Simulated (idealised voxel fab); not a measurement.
process module | voxel tone inversion
cross-section cut | 285 nm wide | cells 5 nm
A cross-section is a grid of square cells, given in bands from the top down. A band is one or more rows of cells.
Each band's line starts with the height of the band's top and of its bottom, in nm. Then come its materials from left to right, each with its width in nm. One material with "throughout" fills the band from edge to edge. "air" is empty space.
Height 0 is the level under which the wafer as received is all one material. The lowest band goes on downwards, as in "0 down".
A width such as "30 to 40" changes by the same amount from each row of cells to the next, from the band's top row to its bottom row.
"no change" after a step means that no cell of the cross-section changed.
closed voids: empty space of 8 cells or more with no open way to the top, each as width x height at its distance from the left edge, in nm
after a step's settings: what the simulator itself notes on the step
overlay nm, on a step with a mask: how far to the right of its planned place the mask lay; to the left if negative
plan
1 op RECEIVE | material Si
2 op CONFORMAL_DEP | material SiN | thk nm 5
3 op DIRECTIONAL_DEP | material aC | thk nm 20
4 op PATTERN | tone cover | mask id POSTS | material resist | width nm 15 | pitch nm 45 | thk nm 25 | overlay nm 0
5 op DIRECTIONAL_ETCH | etch materials aC | depth nm 20
6 op STRIP | etch materials resist
7 op FILL_DEP | material SiO2 | thk nm 10
8 op CMP | height nm 25
9 op STRIP | etch materials aC
10 op CONFORMAL_DEP | material TiN | thk nm 5
11 op FILL_DEP | material Ru | thk nm 5
12 op CMP | height nm 25
13 op CONFORMAL_DEP | material SiCN | thk nm 5
as received, after step 1
  0 down: Si throughout
  closed voids: none
first wafer at the end, as planned
  30 to 25: SiCN throughout
  25 to 10: SiO2 110 | TiN 5 | Ru 5 | TiN 5 | SiO2 30 | TiN 5 | Ru 5 | TiN 5 | SiO2 115
  10 to 5: SiO2 110 | TiN 15 | SiO2 30 | TiN 15 | SiO2 115
  5 to 0: SiN throughout
  0 down: Si throughout
  closed voids: none
second wafer at the end: like start, like plan, one mistake
  30 to 25: SiCN throughout
  25 to 10: SiO2 105 | TiN 5 | Ru 15 | TiN 5 | SiO2 20 | TiN 5 | Ru 15 | TiN 5 | SiO2 110
  10 to 5: SiO2 105 | TiN 25 | SiO2 20 | TiN 25 | SiO2 110
  5 to 0: SiN throughout
  0 down: Si throughout
  closed voids: none
what went wrong: step 4 ran as: op PATTERN | tone cover | mask id POSTS | material resist | width nm 25 | pitch nm 45 | thk nm 25 | overlay nm 0
at the end the second wafer has, in cells: 12 more of Ru | 16 fewer of SiO2 | 4 more of TiN
